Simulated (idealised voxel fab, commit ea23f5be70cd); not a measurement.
Presented below is a process module, voxel wiring stack.
The figure presents cross-section cut, which has a width of 300 nm and is divided into square cells with an edge length of 5 nm.
Notation: cross-section as square-cell grid; stated in bands, top first, going down; one or more cell rows per band.
Each band's line starts with the height of the band's top and of its bottom, in nm. Then come its materials from left to right, each with its width in nm. One material with "all across" fills the band from edge to edge. "empty" is empty space.
Beneath 0, the wafer as received is one material, and that level is where height counting begins. The lowest band goes on downward without a bottom; it is written like "z 0 and below".
Quick explanation for "30 to 40": the width changes in equal steps down the rows of cells, from the first number in the band's top row to the second number in its bottom row.
You'll sometimes find "stayed the same" written for a step, and that's the way of saying that nowhere in the cross-section did a cell change during that step.
Basically, "Encapsulated voids" tells you about the enclosed voids: empty spaces with no open way to the top, 8 cells or bigger, each written width x height at distance, where distance is from the left edge, all in nm.
On each step's line, the part that comes after the settings is the simulator's own comment on the step.
"overlay nm" denotes, for a step that has a mask, the displacement of the mask to the right of its planned place, with negative values corresponding to the left.
Process steps foreseen in the plan:
1: op RECEIVE | material Si
2: op CONFORMAL_DEP | material SiO2 | thk nm 15
3: op CONFORMAL_DEP | material SiN | thk nm 5
4: op DIRECTIONAL_DEP | material SiO2 | thk nm 15
5: op DIRECTIONAL_DEP | material aC | thk nm 10
6: op PATTERN | tone open | mask id METAL_1 | material resist | width nm 30 | pitch nm 55 | thk nm 25 | overlay nm 0
7: op DIRECTIONAL_ETCH | etch materials aC | depth nm 10
8: op STRIP | etch materials resist
9: op DIRECTIONAL_ETCH | etch materials SiO2 | depth nm 15
10: op DIRECTIONAL_ETCH | etch materials SiN | depth nm 5
11: op STRIP | etch materials aC
12: op CONFORMAL_DEP | material TiN | thk nm 5
13: op FILL_DEP | material Ru | thk nm 10
14: op CMP | height nm 35
15: op CONFORMAL_DEP | material SiCN | thk nm 5
16: op DIRECTIONAL_DEP | material lowk | thk nm 30
17: op PATTERN | tone open | mask id METAL_2 | material resist | width nm 30 | pitch nm 55 | thk nm 20 | overlay nm 0
18: op DIRECTIONAL_ETCH | etch materials lowk | depth nm 20
19: op STRIP | etch materials resist
20: op MASKED_ETCH | tone open | mask id METAL_2_HOLES | width nm 15 | pitch nm 55 | etch materials lowk | depth nm 10 | overlay nm 0
21: op MASKED_ETCH | tone open | mask id METAL_2_HOLES | width nm 15 | pitch nm 55 | etch materials SiCN | depth nm 5 | overlay nm 0
22: op CONFORMAL_DEP | material TiN | thk nm 5
23: op FILL_DEP | material Cu | thk nm 10
24: op CMP | height nm 70
25: op CONFORMAL_DEP | material SiCN | thk nm 5
26: op DIRECTIONAL_DEP | material SiO2 | thk nm 30
27: op MASKED_ETCH | tone open | mask id METAL_3_HOLES | width nm 15 | pitch nm 55 | etch materials SiO2 | depth nm 30 | overlay nm 0
28: op MASKED_ETCH | tone open | mask id METAL_3 | width nm 30 | pitch nm 55 | etch materials SiO2 | depth nm 20 | overlay nm 0
29: op MASKED_ETCH | tone open | mask id METAL_3 | width nm 30 | pitch nm 55 | etch materials SiCN | depth nm 5 | overlay nm 0
30: op CONFORMAL_DEP | material TiN | thk nm 5
31: op FILL_DEP | material Cu | thk nm 5
32: op CMP | height nm 105
33: op CONFORMAL_DEP | material SiCN | thk nm 5
34: op DIRECTIONAL_DEP | material lowk | thk nm 30
35: op MASKED_ETCH | tone open | mask id METAL_4_HOLES | width nm 15 | pitch nm 55 | etch materials lowk | depth nm 30 | overlay nm 0
36: op DIRECTIONAL_DEP | material aC | thk nm 10
37: op PATTERN | tone open | mask id METAL_4 | material resist | width nm 30 | pitch nm 55 | thk nm 30 | overlay nm 0
38: op DIRECTIONAL_ETCH | etch materials aC | depth nm 10
39: op STRIP | etch materials resist
40: op DIRECTIONAL_ETCH | etch materials lowk | depth nm 20
41: op DIRECTIONAL_ETCH | etch materials SiCN | depth nm 5
42: op STRIP | etch materials aC
43: op CONFORMAL_DEP | material TiN | thk nm 5
44: op FILL_DEP | material Cu | thk nm 5
45: op CMP | height nm 140
46: op CONFORMAL_DEP | material SiN | thk nm 5
The first of the two wafers, which ran as planned:
This is the cross-section of the wafer as we received it, i.e. after step 1:
> z 0 and below = Si all across
> Encapsulated voids: none
You're looking at a cross-section of the wafer after step 2:
> z 15 to 0 = SiO2 all across
> Under 0: no change, same as before.
You're looking at a cross-section of the wafer after step 3:
> z 20 to 15 = SiN all across
> Under 15: no change, same as before.
You're looking at a cross-section of the wafer after step 4:
> z 35 to 20 = SiO2 all across
> Under 20: no change, same as before.
You're looking at a cross-section of the wafer after step 5:
> z 45 to 35 = aC all across
> Under 35: no change, same as before.
You're looking at a cross-section of the wafer after step 6:
> z 70 to 45 = 80 of resist  30 of empty  25 of resist  30 of empty  25 of resist  30 of empty  80 of resist
> Under 45: no change, same as before.
You're looking at a cross-section of the wafer after step 7:
> z 60 to 45 = 80 of resist  30 of empty  25 of resist  30 of empty  25 of resist  30 of empty  80 of resist
> z 45 to 35 = 80 of aC  30 of empty  25 of aC  30 of empty  25 of aC  30 of empty  80 of aC
> Under 35: no change, same as before.
You're looking at a cross-section of the wafer after step 8:
> z 45 to 35 = 80 of aC  30 of empty  25 of aC  30 of empty  25 of aC  30 of empty  80 of aC
> Under 35: no change, same as before.
You're looking at a cross-section of the wafer after step 9:
> z 45 to 35 = 80 of aC  30 of empty  25 of aC  30 of empty  25 of aC  30 of empty  80 of aC
> z 35 to 20 = 80 of SiO2  30 of empty  25 of SiO2  30 of empty  25 of SiO2  30 of empty  80 of SiO2
> Under 20: no change, same as before.
You're looking at a cross-section of the wafer after step 10:
> z 45 to 35 = 80 of aC  30 of empty  25 of aC  30 of empty  25 of aC  30 of empty  80 of aC
> z 35 to 20 = 80 of SiO2  30 of empty  25 of SiO2  30 of empty  25 of SiO2  30 of empty  80 of SiO2
> z 20 to 15 = 80 of SiN  30 of empty  25 of SiN  30 of empty  25 of SiN  30 of empty  80 of SiN
> Under 15: no change, same as before.
You're looking at a cross-section of the wafer after step 11:
> z 35 to 20 = 80 of SiO2  30 of empty  25 of SiO2  30 of empty  25 of SiO2  30 of empty  80 of SiO2
> Under 20: no change, same as before.
You're looking at a cross-section of the wafer after step 12:
> z 40 to 35 = 85 of TiN  20 of empty  35 of TiN  20 of empty  35 of TiN  20 of empty  85 of TiN
> z 35 to 20 = 80 of SiO2  5 of TiN  20 of empty  5 of TiN  25 of SiO2  5 of TiN  20 of empty  5 of TiN  25 of SiO2  5 of TiN  20 of empty  5 of TiN  80 of SiO2
> z 20 to 15 = 80 of SiN  30 of TiN  25 of SiN  30 of TiN  25 of SiN  30 of TiN  80 of SiN
> Under 15: no change, same as before.
You're looking at a cross-section of the wafer after step 13:
> z 50 to 40 = Ru all across
> z 40 to 35 = 85 of TiN  20 of Ru  35 of TiN  20 of Ru  35 of TiN  20 of Ru  85 of TiN
> z 35 to 20 = 80 of SiO2  5 of TiN  20 of Ru  5 of TiN  25 of SiO2  5 of TiN  20 of Ru  5 of TiN  25 of SiO2  5 of TiN  20 of Ru  5 of TiN  80 of SiO2
> Under 20: no change, same as before.
You're looking at a cross-section of the wafer after step 14:
> z 35 to 20 = 80 of SiO2  5 of TiN  20 of Ru  5 of TiN  25 of SiO2  5 of TiN  20 of Ru  5 of TiN  25 of SiO2  5 of TiN  20 of Ru  5 of TiN  80 of SiO2
> Under 20: no change, same as before.
You're looking at a cross-section of the wafer after step 15:
> z 40 to 35 = SiCN all across
> Under 35: no change, same as before.
You're looking at a cross-section of the wafer after step 16:
> z 70 to 40 = lowk all across
> Under 40: no change, same as before.
You're looking at a cross-section of the wafer after step 17:
> z 90 to 70 = 80 of resist  30 of empty  25 of resist  30 of empty  25 of resist  30 of empty  80 of resist
> Under 70: no change, same as before.
You're looking at a cross-section of the wafer after step 18:
> z 90 to 70 = 80 of resist  30 of empty  25 of resist  30 of empty  25 of resist  30 of empty  80 of resist
> z 70 to 50 = 80 of lowk  30 of empty  25 of lowk  30 of empty  25 of lowk  30 of empty  80 of lowk
> Under 50: no change, same as before.
You're looking at a cross-section of the wafer after step 19:
> z 70 to 50 = 80 of lowk  30 of empty  25 of lowk  30 of empty  25 of lowk  30 of empty  80 of lowk
> Under 50: no change, same as before.
You're looking at a cross-section of the wafer after step 20:
> z 70 to 50 = 80 of lowk  30 of empty  25 of lowk  30 of empty  25 of lowk  30 of empty  80 of lowk
> z 50 to 40 = 80 of lowk  15 of empty  40 of lowk  15 of empty  40 of lowk  15 of empty  95 of lowk
> Under 40: no change, same as before.
You're looking at a cross-section of the wafer after step 21:
> z 70 to 50 = 80 of lowk  30 of empty  25 of lowk  30 of empty  25 of lowk  30 of empty  80 of lowk
> z 50 to 40 = 80 of lowk  15 of empty  40 of lowk  15 of empty  40 of lowk  15 of empty  95 of lowk
> z 40 to 35 = 80 of SiCN  15 of empty  40 of SiCN  15 of empty  40 of SiCN  15 of empty  95 of SiCN
> Under 35: no change, same as before.
You're looking at a cross-section of the wafer after step 22:
> z 75 to 70 = 85 of TiN  20 of empty  35 of TiN  20 of empty  35 of TiN  20 of empty  85 of TiN
> z 70 to 55 = 80 of lowk  5 of TiN  20 of empty  5 of TiN  25 of lowk  5 of TiN  20 of empty  5 of TiN  25 of lowk  5 of TiN  20 of empty  5 of TiN  80 of lowk
> z 55 to 50 = 80 of lowk  5 of TiN  5 of empty  20 of TiN  25 of lowk  5 of TiN  5 of empty  20 of TiN  25 of lowk  5 of TiN  5 of empty  20 of TiN  80 of lowk
> z 50 to 40 = 80 of lowk  5 of TiN  5 of empty  5 of TiN  40 of lowk  5 of TiN  5 of empty  5 of TiN  40 of lowk  5 of TiN  5 of empty  5 of TiN  95 of lowk
> z 40 to 35 = 80 of SiCN  15 of TiN  40 of SiCN  15 of TiN  40 of SiCN  15 of TiN  95 of SiCN
> Under 35: no change, same as before.
You're looking at a cross-section of the wafer after step 23:
> z 85 to 75 = Cu all across
> z 75 to 70 = 85 of TiN  20 of Cu  35 of TiN  20 of Cu  35 of TiN  20 of Cu  85 of TiN
> z 70 to 55 = 80 of lowk  5 of TiN  20 of Cu  5 of TiN  25 of lowk  5 of TiN  20 of Cu  5 of TiN  25 of lowk  5 of TiN  20 of Cu  5 of TiN  80 of lowk
> z 55 to 50 = 80 of lowk  5 of TiN  5 of Cu  20 of TiN  25 of lowk  5 of TiN  5 of Cu  20 of TiN  25 of lowk  5 of TiN  5 of Cu  20 of TiN  80 of lowk
> z 50 to 40 = 80 of lowk  5 of TiN  5 of Cu  5 of TiN  40 of lowk  5 of TiN  5 of Cu  5 of TiN  40 of lowk  5 of TiN  5 of Cu  5 of TiN  95 of lowk
> Under 40: no change, same as before.
You're looking at a cross-section of the wafer after step 24:
> z 70 to 55 = 80 of lowk  5 of TiN  20 of Cu  5 of TiN  25 of lowk  5 of TiN  20 of Cu  5 of TiN  25 of lowk  5 of TiN  20 of Cu  5 of TiN  80 of lowk
> Under 55: no change, same as before.
You're looking at a cross-section of the wafer after step 25:
> z 75 to 70 = SiCN all across
> Under 70: no change, same as before.
You're looking at a cross-section of the wafer after step 26:
> z 105 to 75 = SiO2 all across
> Under 75: no change, same as before.
You're looking at a cross-section of the wafer after step 27:
> z 105 to 75 = 80 of SiO2  15 of empty  40 of SiO2  15 of empty  40 of SiO2  15 of empty  95 of SiO2
> Under 75: no change, same as before.
You're looking at a cross-section of the wafer after step 28:
> z 105 to 85 = 80 of SiO2  30 of empty  25 of SiO2  30 of empty  25 of SiO2  30 of empty  80 of SiO2
> Under 85: no change, same as before.
You're looking at a cross-section of the wafer after step 29:
> z 105 to 85 = 80 of SiO2  30 of empty  25 of SiO2  30 of empty  25 of SiO2  30 of empty  80 of SiO2
> z 85 to 75 = 80 of SiO2  15 of empty  40 of SiO2  15 of empty  40 of SiO2  15 of empty  95 of SiO2
> z 75 to 70 = 80 of SiCN  15 of empty  40 of SiCN  15 of empty  40 of SiCN  15 of empty  95 of SiCN
> Under 70: no change, same as before.
You're looking at a cross-section of the wafer after step 30:
> z 110 to 105 = 85 of TiN  20 of empty  35 of TiN  20 of empty  35 of TiN  20 of empty  85 of TiN
> z 105 to 90 = 80 of SiO2  5 of TiN  20 of empty  5 of TiN  25 of SiO2  5 of TiN  20 of empty  5 of TiN  25 of SiO2  5 of TiN  20 of empty  5 of TiN  80 of SiO2
> z 90 to 85 = 80 of SiO2  5 of TiN  5 of empty  20 of TiN  25 of SiO2  5 of TiN  5 of empty  20 of TiN  25 of SiO2  5 of TiN  5 of empty  20 of TiN  80 of SiO2
> z 85 to 75 = 80 of SiO2  5 of TiN  5 of empty  5 of TiN  40 of SiO2  5 of TiN  5 of empty  5 of TiN  40 of SiO2  5 of TiN  5 of empty  5 of TiN  95 of SiO2
> z 75 to 70 = 80 of SiCN  15 of TiN  40 of SiCN  15 of TiN  40 of SiCN  15 of TiN  95 of SiCN
> Under 70: no change, same as before.
You're looking at a cross-section of the wafer after step 31:
> z 115 to 110 = Cu all across
> z 110 to 105 = 85 of TiN  20 of Cu  35 of TiN  20 of Cu  35 of TiN  20 of Cu  85 of TiN
> z 105 to 90 = 80 of SiO2  5 of TiN  20 of Cu  5 of TiN  25 of SiO2  5 of TiN  20 of Cu  5 of TiN  25 of SiO2  5 of TiN  20 of Cu  5 of TiN  80 of SiO2
> z 90 to 85 = 80 of SiO2  5 of TiN  5 of Cu  20 of TiN  25 of SiO2  5 of TiN  5 of Cu  20 of TiN  25 of SiO2  5 of TiN  5 of Cu  20 of TiN  80 of SiO2
> z 85 to 75 = 80 of SiO2  5 of TiN  5 of Cu  5 of TiN  40 of SiO2  5 of TiN  5 of Cu  5 of TiN  40 of SiO2  5 of TiN  5 of Cu  5 of TiN  95 of SiO2
> Under 75: no change, same as before.
You're looking at a cross-section of the wafer after step 32:
> z 105 to 90 = 80 of SiO2  5 of TiN  20 of Cu  5 of TiN  25 of SiO2  5 of TiN  20 of Cu  5 of TiN  25 of SiO2  5 of TiN  20 of Cu  5 of TiN  80 of SiO2
> Under 90: no change, same as before.
You're looking at a cross-section of the wafer after step 33:
> z 110 to 105 = SiCN all across
> Under 105: no change, same as before.
You're looking at a cross-section of the wafer after step 34:
> z 140 to 110 = lowk all across
> Under 110: no change, same as before.
You're looking at a cross-section of the wafer after step 35:
> z 140 to 110 = 80 of lowk  15 of empty  40 of lowk  15 of empty  40 of lowk  15 of empty  95 of lowk
> Under 110: no change, same as before.
You're looking at a cross-section of the wafer after step 36:
> z 150 to 140 = 80 of aC  15 of empty  40 of aC  15 of empty  40 of aC  15 of empty  95 of aC
> z 140 to 120 = 80 of lowk  15 of empty  40 of lowk  15 of empty  40 of lowk  15 of empty  95 of lowk
> z 120 to 110 = 80 of lowk  15 of aC  40 of lowk  15 of aC  40 of lowk  15 of aC  95 of lowk
> Under 110: no change, same as before.
You're looking at a cross-section of the wafer after step 37:
> z 180 to 150 = 80 of resist  30 of empty  25 of resist  30 of empty  25 of resist  30 of empty  80 of resist
> Under 150: no change, same as before.
You're looking at a cross-section of the wafer after step 38:
> z 170 to 150 = 80 of resist  30 of empty  25 of resist  30 of empty  25 of resist  30 of empty  80 of resist
> z 150 to 140 = 80 of aC  30 of empty  25 of aC  30 of empty  25 of aC  30 of empty  80 of aC
> z 140 to 110 = 80 of lowk  15 of empty  40 of lowk  15 of empty  40 of lowk  15 of empty  95 of lowk
> Under 110: no change, same as before.
You're looking at a cross-section of the wafer after step 39:
> z 150 to 140 = 80 of aC  30 of empty  25 of aC  30 of empty  25 of aC  30 of empty  80 of aC
> Under 140: no change, same as before.
You're looking at a cross-section of the wafer after step 40:
> z 150 to 140 = 80 of aC  30 of empty  25 of aC  30 of empty  25 of aC  30 of empty  80 of aC
> z 140 to 120 = 80 of lowk  30 of empty  25 of lowk  30 of empty  25 of lowk  30 of empty  80 of lowk
> Under 120: no change, same as before.
You're looking at a cross-section of the wafer after step 41:
> z 150 to 140 = 80 of aC  30 of empty  25 of aC  30 of empty  25 of aC  30 of empty  80 of aC
> z 140 to 120 = 80 of lowk  30 of empty  25 of lowk  30 of empty  25 of lowk  30 of empty  80 of lowk
> z 120 to 110 = 80 of lowk  15 of empty  40 of lowk  15 of empty  40 of lowk  15 of empty  95 of lowk
> z 110 to 105 = 80 of SiCN  15 of empty  40 of SiCN  15 of empty  40 of SiCN  15 of empty  95 of SiCN
> Under 105: no change, same as before.
You're looking at a cross-section of the wafer after step 42:
> z 140 to 120 = 80 of lowk  30 of empty  25 of lowk  30 of empty  25 of lowk  30 of empty  80 of lowk
> Under 120: no change, same as before.
You're looking at a cross-section of the wafer after step 43:
> z 145 to 140 = 85 of TiN  20 of empty  35 of TiN  20 of empty  35 of TiN  20 of empty  85 of TiN
> z 140 to 125 = 80 of lowk  5 of TiN  20 of empty  5 of TiN  25 of lowk  5 of TiN  20 of empty  5 of TiN  25 of lowk  5 of TiN  20 of empty  5 of TiN  80 of lowk
> z 125 to 120 = 80 of lowk  5 of TiN  5 of empty  20 of TiN  25 of lowk  5 of TiN  5 of empty  20 of TiN  25 of lowk  5 of TiN  5 of empty  20 of TiN  80 of lowk
> z 120 to 110 = 80 of lowk  5 of TiN  5 of empty  5 of TiN  40 of lowk  5 of TiN  5 of empty  5 of TiN  40 of lowk  5 of TiN  5 of empty  5 of TiN  95 of lowk
> z 110 to 105 = 80 of SiCN  15 of TiN  40 of SiCN  15 of TiN  40 of SiCN  15 of TiN  95 of SiCN
> Under 105: no change, same as before.
You're looking at a cross-section of the wafer after step 44:
> z 150 to 145 = Cu all across
> z 145 to 140 = 85 of TiN  20 of Cu  35 of TiN  20 of Cu  35 of TiN  20 of Cu  85 of TiN
> z 140 to 125 = 80 of lowk  5 of TiN  20 of Cu  5 of TiN  25 of lowk  5 of TiN  20 of Cu  5 of TiN  25 of lowk  5 of TiN  20 of Cu  5 of TiN  80 of lowk
> z 125 to 120 = 80 of lowk  5 of TiN  5 of Cu  20 of TiN  25 of lowk  5 of TiN  5 of Cu  20 of TiN  25 of lowk  5 of TiN  5 of Cu  20 of TiN  80 of lowk
> z 120 to 110 = 80 of lowk  5 of TiN  5 of Cu  5 of TiN  40 of lowk  5 of TiN  5 of Cu  5 of TiN  40 of lowk  5 of TiN  5 of Cu  5 of TiN  95 of lowk
> Under 110: no change, same as before.
You're looking at a cross-section of the wafer after step 45:
> z 140 to 125 = 80 of lowk  5 of TiN  20 of Cu  5 of TiN  25 of lowk  5 of TiN  20 of Cu  5 of TiN  25 of lowk  5 of TiN  20 of Cu  5 of TiN  80 of lowk
> Under 125: no change, same as before.
You're looking at a cross-section of the wafer after step 46:
> z 145 to 140 = SiN all across
> Under 140: no change, same as before.
The second wafer was prepared from the same starting point and under the same plan as the first; its processing contained one mistake, and it remains indistinguishable from the first wafer up to and including step 36:
Second wafer, section view, time point: scheduled end of step 37:
> z 180 to 150 = 80 of empty  30 of resist  25 of empty  30 of resist  25 of empty  30 of resist  80 of empty
> z 150 to 140 = 80 of aC  15 of resist  40 of aC  15 of resist  40 of aC  15 of resist  95 of aC
> z 140 to 120 = 80 of lowk  15 of resist  40 of lowk  15 of resist  40 of lowk  15 of resist  95 of lowk
> Under 120: no change, same as before.
Second wafer, section view, time point: scheduled end of step 38:
> z 170 to 150 = 80 of empty  30 of resist  25 of empty  30 of resist  25 of empty  30 of resist  80 of empty
> z 150 to 140 = 80 of empty  15 of resist  15 of aC  25 of empty  15 of resist  15 of aC  25 of empty  15 of resist  15 of aC  80 of empty
> Under 140: no change, same as before.
Second wafer, section view, time point: scheduled end of step 39:
> z 150 to 140 = 95 of empty  15 of aC  40 of empty  15 of aC  40 of empty  15 of aC  80 of empty
> z 140 to 120 = 80 of lowk  15 of empty  40 of lowk  15 of empty  40 of lowk  15 of empty  95 of lowk
> Under 120: no change, same as before.
Second wafer, section view, time point: scheduled end of step 40:
> z 150 to 140 = 95 of empty  15 of aC  40 of empty  15 of aC  40 of empty  15 of aC  80 of empty
> z 140 to 120 = 95 of empty  15 of lowk  40 of empty  15 of lowk  40 of empty  15 of lowk  80 of empty
> Under 120: no change, same as before.
Second wafer, section view, time point: scheduled end of step 41: stayed the same
Second wafer, section view, time point: scheduled end of step 42:
> z 140 to 120 = 95 of empty  15 of lowk  40 of empty  15 of lowk  40 of empty  15 of lowk  80 of empty
> z 120 to 110 = 80 of lowk  15 of empty  40 of lowk  15 of empty  40 of lowk  15 of empty  95 of lowk
> Under 110: no change, same as before.
Second wafer, section view, time point: scheduled end of step 43:
> z 145 to 140 = 90 of empty  25 of TiN  30 of empty  25 of TiN  30 of empty  25 of TiN  75 of empty
> z 140 to 125 = 90 of empty  5 of TiN  15 of lowk  5 of TiN  30 of empty  5 of TiN  15 of lowk  5 of TiN  30 of empty  5 of TiN  15 of lowk  5 of TiN  75 of empty
> z 125 to 120 = 85 of TiN  5 of empty  5 of TiN  15 of lowk  30 of TiN  5 of empty  5 of TiN  15 of lowk  30 of TiN  5 of empty  5 of TiN  15 of lowk  80 of TiN
> z 120 to 115 = 80 of lowk  5 of TiN  5 of empty  5 of TiN  40 of lowk  5 of TiN  5 of empty  5 of TiN  40 of lowk  5 of TiN  5 of empty  5 of TiN  95 of lowk
> z 115 to 110 = 80 of lowk  15 of TiN  40 of lowk  15 of TiN  40 of lowk  15 of TiN  95 of lowk
> Under 110: no change, same as before.
Second wafer, section view, time point: scheduled end of step 44:
> z 150 to 145 = Cu all across
> z 145 to 140 = 90 of Cu  25 of TiN  30 of Cu  25 of TiN  30 of Cu  25 of TiN  75 of Cu
> z 140 to 125 = 90 of Cu  5 of TiN  15 of lowk  5 of TiN  30 of Cu  5 of TiN  15 of lowk  5 of TiN  30 of Cu  5 of TiN  15 of lowk  5 of TiN  75 of Cu
> z 125 to 120 = 85 of TiN  5 of Cu  5 of TiN  15 of lowk  30 of TiN  5 of Cu  5 of TiN  15 of lowk  30 of TiN  5 of Cu  5 of TiN  15 of lowk  80 of TiN
> z 120 to 115 = 80 of lowk  5 of TiN  5 of Cu  5 of TiN  40 of lowk  5 of TiN  5 of Cu  5 of TiN  40 of lowk  5 of TiN  5 of Cu  5 of TiN  95 of lowk
> Under 115: no change, same as before.
Second wafer, section view, time point: scheduled end of step 45:
> z 140 to 125 = 90 of Cu  5 of TiN  15 of lowk  5 of TiN  30 of Cu  5 of TiN  15 of lowk  5 of TiN  30 of Cu  5 of TiN  15 of lowk  5 of TiN  75 of Cu
> Under 125: no change, same as before.
Second wafer, section view, time point: scheduled end of step 46:
> z 145 to 140 = SiN all across
> Under 140: no change, same as before.
Heads up, the wafer didn't run the way we planned it: step 37 was processed under conditions differing from the plan, specifically as op PATTERN | tone cover | mask id METAL_4 | material resist | width nm 30 | pitch nm 55 | thk nm 30 | overlay nm 0
Wafer comparison, final, in cells, second relative to first, materials more or fewer: Cu +96 | SiCN +9 | TiN +27 | lowk -132
